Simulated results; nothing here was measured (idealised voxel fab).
Process module heading - voxel air gaps
We display cut, a cross-section 170 nm in width whose square cells are each 5 nm.
Square cells in a grid make up a cross-section in this document, and the grid is given as bands, listed from the top down, each one or more rows of cells.
Each band's line starts with the height of the band's top and of its bottom, in nm. Then come its materials from left to right, each with its width in nm. One material with "full width" fills the band from edge to edge. "blank" is empty space.
Zero point of the height axis is 0; under it, received wafer = one material. Lowest band: continues down indefinitely, "0 nm and below".
A width such as "30..40" changes by the same amount from each row of cells to the next, from the band's top row to its bottom row.
When a step is marked "no alteration", none of the cells in the cross-section changed during that step.
"Fully closed voids" enumerates empty spaces isolated from the top, with no open way to it, that contain at least 8 cells, giving each as width x height at distance from the left edge, all three in nm.
Where a step's line continues beyond its settings, the continuation is a remark by the simulator itself on that step.
If you see "overlay nm" on a step's line and that step has a mask, it's telling you how far right of where it was planned the mask ended up; a negative number means it went left instead.
### plan
| 1 | RECEIVE with material Si |
| 2 | CONFORMAL_DEP with material SiO2, thk nm 15 |
| 3 | CONFORMAL_DEP with material SiCN, thk nm 5 |
| 4 | DIRECTIONAL_DEP with material lowk, thk nm 35 |
| 5 | MASKED_ETCH with tone open, mask id LINES, width nm 20, pitch nm 50, etch materials lowk, depth nm 35, overlay nm 0 |
| 6 | CONFORMAL_DEP with material TiN, thk nm 5 |
| 7 | FILL_DEP with material Ru, thk nm 5 |
| 8 | CMP with height nm 55 |
| 9 | EPI with material Ru, thk nm 10 |
| 10 | SELECTIVE_ETCH with etch materials lowk, depth nm 45 |
| 11 | CONFORMAL_DEP with material SiCN, thk nm 5 |
### This is the cross-section of the wafer as we received it, i.e. after step 1
0 nm and below  Si full width
Fully closed voids: none
### Cross-section taken at module completion on the first of two wafers; processed per the plan
70 nm to 65 nm  10 nm blank, 150 nm SiCN, 10 nm blank
65 nm to 55 nm  10 nm blank, 5 nm SiCN, 40 nm Ru, 10 nm SiCN, 40 nm Ru, 10 nm SiCN, 40 nm Ru, 5 nm SiCN, 10 nm blank
55 nm to 50 nm  10 nm blank, 15 nm SiCN, 5 nm TiN, 10 nm Ru, 5 nm TiN, 30 nm SiCN, 5 nm TiN, 10 nm Ru, 5 nm TiN, 30 nm SiCN, 5 nm TiN, 10 nm Ru, 5 nm TiN, 15 nm SiCN, 10 nm blank
50 nm to 25 nm  20 nm blank, 5 nm SiCN, 5 nm TiN, 10 nm Ru, 5 nm TiN, 5 nm SiCN, 20 nm blank, 5 nm SiCN, 5 nm TiN, 10 nm Ru, 5 nm TiN, 5 nm SiCN, 20 nm blank, 5 nm SiCN, 5 nm TiN, 10 nm Ru, 5 nm TiN, 5 nm SiCN, 20 nm blank
25 nm to 20 nm  25 nm SiCN, 20 nm TiN, 30 nm SiCN, 20 nm TiN, 30 nm SiCN, 20 nm TiN, 25 nm SiCN
20 nm to 15 nm  SiCN full width
15 nm to 0 nm  SiO2 full width
0 nm and below  Si full width
Fully closed voids: 20 x 25 at 50; 20 x 25 at 100
### End-of-module cross-section of the second wafer: identical starting point and process plan to the first, with one processing mistake
70 nm to 65 nm  10 nm blank, 150 nm SiCN, 10 nm blank
65 nm to 55 nm  10 nm blank, 5 nm SiCN, 40 nm Ru, 10 nm SiCN, 40 nm Ru, 10 nm SiCN, 40 nm Ru, 5 nm SiCN, 10 nm blank
55 nm to 50 nm  10 nm blank, 15 nm SiCN, 5 nm TiN, 10 nm Ru, 5 nm TiN, 30 nm SiCN, 5 nm TiN, 10 nm Ru, 5 nm TiN, 30 nm SiCN, 5 nm TiN, 10 nm Ru, 5 nm TiN, 15 nm SiCN, 10 nm blank
50 nm to 25 nm  20 nm blank, 5 nm SiCN, 5 nm TiN, 10 nm Ru, 5 nm TiN, 5 nm SiCN, 20 nm blank, 5 nm SiCN, 5 nm TiN, 10 nm Ru, 5 nm TiN, 5 nm SiCN, 20 nm blank, 5 nm SiCN, 5 nm TiN, 10 nm Ru, 5 nm TiN, 5 nm SiCN, 20 nm blank
25 nm to 20 nm  25 nm SiCN, 20 nm TiN, 30 nm SiCN, 20 nm TiN, 30 nm SiCN, 20 nm TiN, 25 nm SiCN
20 nm to 15 nm  TiN full width
15 nm to 0 nm  SiO2 full width
0 nm and below  Si full width
Fully closed voids: 20 x 25 at 50; 20 x 25 at 100
Diagnosis: step 3 did not use the planned setting and instead ran as CONFORMAL_DEP with material TiN, thk nm 5
Final comparison by cell count, materials where the second wafer has more or fewer than the first: -34 SiCN; +34 TiN
